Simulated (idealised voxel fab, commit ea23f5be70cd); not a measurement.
process module | voxel trench capacitor
cross-section cut | 280 nm wide | cells 5 nm
A cross-section is a grid of square cells, given in bands from the top down. A band is one or more rows of cells.
Each band's line starts with the height of the band's top and of its bottom, in nm. Then come its materials from left to right, each with its width in nm. One material with "throughout" fills the band from edge to edge. "air" is empty space.
Height 0 is the level under which the wafer as received is all one material. The lowest band goes on downwards, as in "0 down".
A width such as "30 to 40" changes by the same amount from each row of cells to the next, from the band's top row to its bottom row.
"no change" after a step means that no cell of the cross-section changed.
closed voids: empty space of 8 cells or more with no open way to the top, each as width x height at its distance from the left edge, in nm
after a step's settings: what the simulator itself notes on the step
overlay nm, on a step with a mask: how far to the right of its planned place the mask lay; to the left if negative
plan
1 op RECEIVE | material Si
2 op CONFORMAL_DEP | material SiN | thk nm 10
3 op DIRECTIONAL_DEP | material aC | thk nm 15
4 op PATTERN | tone open | mask id TRENCH | material resist | width nm 30 | pitch nm 45 | thk nm 35 | overlay nm 0
5 op DIRECTIONAL_ETCH | etch materials aC | depth nm 15
6 op STRIP | etch materials resist
7 op DIRECTIONAL_ETCH | etch materials SiN | depth nm 10
8 op DIRECTIONAL_ETCH | etch materials Si | depth nm 30
9 op STRIP | etch materials aC
10 op CONFORMAL_DEP | material HfO2 | thk nm 5
11 op CONFORMAL_DEP | material TiN | thk nm 5
12 op FILL_DEP | material W | thk nm 10
13 op CMP | height nm 10
as received, after step 1
  0 down: Si throughout
  closed voids: none
a wafer at the end: this start, this plan, one mistake
  10 to 0: SiN 90 | HfO2 5 | TiN 5 | W 10 | TiN 5 | HfO2 5 | SiN 15 | HfO2 5 | TiN 5 | W 10 | TiN 5 | HfO2 5 | SiN 115
  0 to -20: Si 90 | HfO2 5 | TiN 5 | W 10 | TiN 5 | HfO2 5 | Si 15 | HfO2 5 | TiN 5 | W 10 | TiN 5 | HfO2 5 | Si 115
  -20 to -25: Si 90 | HfO2 5 | TiN 20 | HfO2 5 | Si 15 | HfO2 5 | TiN 20 | HfO2 5 | Si 115
  -25 to -30: Si 90 | HfO2 30 | Si 15 | HfO2 30 | Si 115
  -30 down: Si throughout
  closed voids: none
what went wrong: step 4 ran as: op PATTERN | tone open | mask id TRENCH | material resist | width nm 30 | pitch nm 45 | thk nm 35 | overlay nm -10
